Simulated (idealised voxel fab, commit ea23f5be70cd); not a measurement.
Process module heading - voxel self aligned contacts
In the cross-section labelled cut, the width is 185 nm and each square cell is 5 nm.
A cross-section in this document is a grid of square cells, and it is written down as bands, the top band listed before the ones below it; a band is made up of one or more rows of cells. The band entry comprises the height of the band's top followed by the height of its bottom, expressed in nm, and subsequently the band's materials from left to right, each stated together with its width in nm. Where a single material is marked with the word "throughout", that material fills the band from edge to edge. The word "empty" represents empty space. Zero point of the height axis is 0; under it, received wafer = one material. Lowest band: continues down indefinitely, "0 nm and below". Width "30..40": first value at the band's top row of cells, second value at its bottom row, equal change from row to row. "nothing altered" after a step means that no cell of the cross-section changed. "Cavities, sealed": sealed empty spaces, 8 cells or more, no open way to top, listed width x height at distance, with distance from the left edge and width, height and distance in nm. Text after the settings on a step's line: the simulator's own remark on that step. The line of a step may include "overlay nm". On a step with a mask, this value is how far to the right of its planned place the mask lay. A negative value means the mask lay to the left.

Process steps (planned)
| 1 | op RECEIVE | material Si |
| 2 | op CONFORMAL_DEP | material SiO2 | thk nm 5 |
| 3 | op DIRECTIONAL_DEP | material polySi | thk nm 25 |
| 4 | op DIRECTIONAL_DEP | material SiN | thk nm 20 |
| 5 | op PATTERN | tone cover | mask id GATE | material resist | width nm 25 | pitch nm 60 | thk nm 20 | overlay nm 0 |
| 6 | op DIRECTIONAL_ETCH | etch materials SiN | depth nm 20 |
| 7 | op DIRECTIONAL_ETCH | etch materials polySi | depth nm 25 |
| 8 | op STRIP | etch materials resist |
| 9 | op CONFORMAL_DEP | material SiN | thk nm 5 |
| 10 | op DIRECTIONAL_ETCH | etch materials SiN | depth nm 5 |
| 11 | op FILL_DEP | material SiO2 | thk nm 20 |
| 12 | op CMP | height nm 60 |
| 13 | op PATTERN | tone open | mask id CONTACT | material resist | width nm 45 | pitch nm 60 | thk nm 15 | overlay nm 0 |
| 14 | op DIRECTIONAL_ETCH | etch materials SiO2 | depth nm 60 |
| 15 | op STRIP | etch materials resist |
| 16 | op CONFORMAL_DEP | material TiN | thk nm 5 |
| 17 | op FILL_DEP | material Ru | thk nm 10 |
| 18 | op CMP | height nm 60 |
| 19 | op CONFORMAL_DEP | material SiCN | thk nm 5 |

Wafer as received: cross-section following step 1
  0 nm and below | Si throughout
  Cavities, sealed: none

Cross-sectional image of the first of two wafers at the end of the module, the run having proceeded as planned
  65 nm to 60 nm | SiCN throughout
  60 nm to 50 nm | SiO2 (40), then TiN (5..15), then Ru (35..15), then TiN (5..15), then SiO2 (15), then TiN (5..15), then Ru (35..15), then TiN (5..15), then SiO2 (40)
  50 nm to 30 nm | SiO2 (15), then SiN (35), then TiN (5), then Ru (15), then TiN (5), then SiN (35), then TiN (5), then Ru (15), then TiN (5), then SiN (35), then SiO2 (15)
  30 nm to 5 nm | SiO2 (15), then SiN (5), then polySi (25), then SiN (5), then TiN (5), then Ru (15), then TiN (5), then SiN (5), then polySi (25), then SiN (5), then TiN (5), then Ru (15), then TiN (5), then SiN (5), then polySi (25), then SiN (5), then SiO2 (15)
  5 nm to 0 nm | SiO2 (50), then TiN (25), then SiO2 (35), then TiN (25), then SiO2 (50)
  0 nm and below | Si throughout
  Cavities, sealed: none

Here is the second of the two wafers cut open at the end of the module - same start, same plan as the first one, but we made one mistake running it
  70 nm to 65 nm | SiCN throughout
  65 nm to 60 nm | TiN (45), then Ru (35), then TiN (25), then Ru (35), then TiN (45)
  60 nm to 50 nm | SiO2 (40), then TiN (5..15), then Ru (35..15), then TiN (5..15), then SiO2 (15), then TiN (5..15), then Ru (35..15), then TiN (5..15), then SiO2 (40)
  50 nm to 30 nm | SiO2 (15), then SiN (35), then TiN (5), then Ru (15), then TiN (5), then SiN (35), then TiN (5), then Ru (15), then TiN (5), then SiN (35), then SiO2 (15)
  30 nm to 5 nm | SiO2 (15), then SiN (5), then polySi (25), then SiN (5), then TiN (5), then Ru (15), then TiN (5), then SiN (5), then polySi (25), then SiN (5), then TiN (5), then Ru (15), then TiN (5), then SiN (5), then polySi (25), then SiN (5), then SiO2 (15)
  5 nm to 0 nm | SiO2 (50), then TiN (25), then SiO2 (35), then TiN (25), then SiO2 (50)
  0 nm and below | Si throughout
  Cavities, sealed: none
Want to know what went wrong? contrary to plan, step 18 was performed as op CMP | height nm 65
Wafer comparison, final, in cells, second relative to first, materials more or fewer: Ru: 14 more; TiN: 23 more
